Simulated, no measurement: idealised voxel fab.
process module | voxel ribs on slabs
The cross-section on display is named cut; it measures 270 nm wide, and its cells are 5 nm squares.
Cross-section spec: square-cell grid; bands listed top down; each band is one or more rows. Basically the band line says how high the top is and how high the bottom is, in nm, and then what's in it from left to right, every material with its width in nm. Empty space shows up as "blank", and if a single material carries "full width" it runs the full band edge to edge. Basically, 0 is our baseline, since under it the wafer straight out of the box is all one material. The bottom band has no lower end and keeps on going down, so it looks like "z 0 and below". The width entry "30 to 40" should be interpreted row by row: the top row of cells in the band takes the first number, the bottom row takes the second number, and the change between adjacent rows is uniform throughout. "nothing got changed" after a step means that no cell of the cross-section changed. Voids not open to the top, 8 cells minimum: see "Closed cavities". Written width x height at distance; distance is from the left edge; nm. Whatever follows a step's settings on its line is a remark the simulator itself makes about that step. overlay nm: how far to the right of its planned place the mask lay on this masked step (negative: to the left).
These are the steps we planned for the process:
1: RECEIVE,material Si
2: DIRECTIONAL_DEP,material SiO2,thk nm 20
3: DIRECTIONAL_DEP,material polySi,thk nm 20
4: DIRECTIONAL_DEP,material aC,thk nm 10
5: PATTERN,tone cover,mask id RIB,material resist,width nm 20,thk nm 30,overlay nm 0
6: DIRECTIONAL_ETCH,etch materials aC,depth nm 10
7: STRIP,etch materials resist
8: DIRECTIONAL_ETCH,etch materials polySi,depth nm 15
9: STRIP,etch materials aC
10: PATTERN,tone cover,mask id SLAB,material resist,width nm 60,thk nm 15,overlay nm 0
11: DIRECTIONAL_ETCH,etch materials polySi,depth nm 5
12: STRIP,etch materials resist
13: FILL_DEP,material SiO2,thk nm 25
14: CMP,height nm 55
15: DIRECTIONAL_DEP,material W,thk nm 5
16: PATTERN,tone cover,mask id HEATER,material resist,width nm 30,thk nm 20,overlay nm 0
17: DIRECTIONAL_ETCH,etch materials W,depth nm 5
18: STRIP,etch materials resist
19: CONFORMAL_DEP,material SiN,thk nm 5
The first of a set of two wafers, run to plan:
Cross-section: wafer on arrival = after step 1:
> z 0 and below | Si full width
> Closed cavities: none
So this is the wafer cross-section right after step 2:
> z 20 to 0 | SiO2 full width
> Everything below 0 is unchanged.
So this is the wafer cross-section right after step 3:
> z 40 to 20 | polySi full width
> Everything below 20 is unchanged.
So this is the wafer cross-section right after step 4:
> z 50 to 40 | aC full width
> Everything below 40 is unchanged.
So this is the wafer cross-section right after step 5:
> z 80 to 50 | blank 125 nm, resist 20 nm, blank 125 nm
> Everything below 50 is unchanged.
So this is the wafer cross-section right after step 6:
> z 70 to 50 | blank 125 nm, resist 20 nm, blank 125 nm
> z 50 to 40 | blank 125 nm, aC 20 nm, blank 125 nm
> Everything below 40 is unchanged.
So this is the wafer cross-section right after step 7:
> z 50 to 40 | blank 125 nm, aC 20 nm, blank 125 nm
> Everything below 40 is unchanged.
So this is the wafer cross-section right after step 8:
> z 50 to 40 | blank 125 nm, aC 20 nm, blank 125 nm
> z 40 to 25 | blank 125 nm, polySi 20 nm, blank 125 nm
> Everything below 25 is unchanged.
So this is the wafer cross-section right after step 9:
> z 40 to 25 | blank 125 nm, polySi 20 nm, blank 125 nm
> Everything below 25 is unchanged.
So this is the wafer cross-section right after step 10:
> z 55 to 40 | blank 105 nm, resist 60 nm, blank 105 nm
> z 40 to 25 | blank 105 nm, resist 20 nm, polySi 20 nm, resist 20 nm, blank 105 nm
> Everything below 25 is unchanged.
So this is the wafer cross-section right after step 11:
> z 55 to 40 | blank 105 nm, resist 60 nm, blank 105 nm
> z 40 to 25 | blank 105 nm, resist 20 nm, polySi 20 nm, resist 20 nm, blank 105 nm
> z 25 to 20 | blank 105 nm, polySi 60 nm, blank 105 nm
> Everything below 20 is unchanged.
So this is the wafer cross-section right after step 12:
> z 40 to 25 | blank 125 nm, polySi 20 nm, blank 125 nm
> Everything below 25 is unchanged.
So this is the wafer cross-section right after step 13:
> z 65 to 40 | SiO2 full width
> z 40 to 25 | SiO2 125 nm, polySi 20 nm, SiO2 125 nm
> z 25 to 20 | SiO2 105 nm, polySi 60 nm, SiO2 105 nm
> Everything below 20 is unchanged.
So this is the wafer cross-section right after step 14:
> z 55 to 40 | SiO2 full width
> Everything below 40 is unchanged.
So this is the wafer cross-section right after step 15:
> z 60 to 55 | W full width
> Everything below 55 is unchanged.
So this is the wafer cross-section right after step 16:
> z 80 to 60 | blank 120 nm, resist 30 nm, blank 120 nm
> Everything below 60 is unchanged.
So this is the wafer cross-section right after step 17:
> z 80 to 60 | blank 120 nm, resist 30 nm, blank 120 nm
> z 60 to 55 | blank 120 nm, W 30 nm, blank 120 nm
> Everything below 55 is unchanged.
So this is the wafer cross-section right after step 18:
> z 60 to 55 | blank 120 nm, W 30 nm, blank 120 nm
> Everything below 55 is unchanged.
So this is the wafer cross-section right after step 19:
> z 65 to 60 | blank 115 nm, SiN 40 nm, blank 115 nm
> z 60 to 55 | SiN 120 nm, W 30 nm, SiN 120 nm
> Everything below 55 is unchanged.
The second wafer was prepared from the same starting point and under the same plan as the first; its processing contained one mistake, and it remains indistinguishable from the first wafer up to and including step 4:
Cross-section of the second wafer at the time step 5 of the plan should have ended:
> z 80 to 50 | resist 125 nm, blank 20 nm, resist 125 nm
> Everything below 50 is unchanged.
Cross-section of the second wafer at the time step 6 of the plan should have ended:
> z 70 to 50 | resist 125 nm, blank 20 nm, resist 125 nm
> z 50 to 40 | aC 125 nm, blank 20 nm, aC 125 nm
> Everything below 40 is unchanged.
Cross-section of the second wafer at the time step 7 of the plan should have ended:
> z 50 to 40 | aC 125 nm, blank 20 nm, aC 125 nm
> Everything below 40 is unchanged.
Cross-section of the second wafer at the time step 8 of the plan should have ended:
> z 50 to 40 | aC 125 nm, blank 20 nm, aC 125 nm
> z 40 to 25 | polySi 125 nm, blank 20 nm, polySi 125 nm
> Everything below 25 is unchanged.
Cross-section of the second wafer at the time step 9 of the plan should have ended:
> z 40 to 25 | polySi 125 nm, blank 20 nm, polySi 125 nm
> Everything below 25 is unchanged.
Cross-section of the second wafer at the time step 10 of the plan should have ended:
> z 55 to 40 | blank 105 nm, resist 60 nm, blank 105 nm
> z 40 to 25 | polySi 125 nm, resist 20 nm, polySi 125 nm
> Everything below 25 is unchanged.
Cross-section of the second wafer at the time step 11 of the plan should have ended:
> z 55 to 40 | blank 105 nm, resist 60 nm, blank 105 nm
> z 40 to 35 | blank 105 nm, polySi 20 nm, resist 20 nm, polySi 20 nm, blank 105 nm
> Everything below 35 is unchanged.
Cross-section of the second wafer at the time step 12 of the plan should have ended:
> z 40 to 35 | blank 105 nm, polySi 20 nm, blank 20 nm, polySi 20 nm, blank 105 nm
> z 35 to 25 | polySi 125 nm, blank 20 nm, polySi 125 nm
> Everything below 25 is unchanged.
Cross-section of the second wafer at the time step 13 of the plan should have ended:
> z 65 to 40 | SiO2 full width
> z 40 to 35 | SiO2 105 nm, polySi 20 nm, SiO2 20 nm, polySi 20 nm, SiO2 105 nm
> z 35 to 25 | polySi 125 nm, SiO2 20 nm, polySi 125 nm
> Everything below 25 is unchanged.
Cross-section of the second wafer at the time step 14 of the plan should have ended:
> z 55 to 40 | SiO2 full width
> Everything below 40 is unchanged.
Cross-section of the second wafer at the time step 15 of the plan should have ended:
> z 60 to 55 | W full width
> Everything below 55 is unchanged.
Cross-section of the second wafer at the time step 16 of the plan should have ended:
> z 80 to 60 | blank 120 nm, resist 30 nm, blank 120 nm
> Everything below 60 is unchanged.
Cross-section of the second wafer at the time step 17 of the plan should have ended:
> z 80 to 60 | blank 120 nm, resist 30 nm, blank 120 nm
> z 60 to 55 | blank 120 nm, W 30 nm, blank 120 nm
> Everything below 55 is unchanged.
Cross-section of the second wafer at the time step 18 of the plan should have ended:
> z 60 to 55 | blank 120 nm, W 30 nm, blank 120 nm
> Everything below 55 is unchanged.
Cross-section of the second wafer at the time step 19 of the plan should have ended:
> z 65 to 60 | blank 115 nm, SiN 40 nm, blank 115 nm
> z 60 to 55 | SiN 120 nm, W 30 nm, SiN 120 nm
> Everything below 55 is unchanged.
It is concluded that the wafer was processed incorrectly with respect to the plan, in that step 5 off recipe, ran as PATTERN,tone open,mask id RIB,material resist,width nm 20,thk nm 30,overlay nm 0
At the finish, the second wafer shows more or fewer cells for some materials than the first does: SiO2: 138 fewer | polySi: 138 more
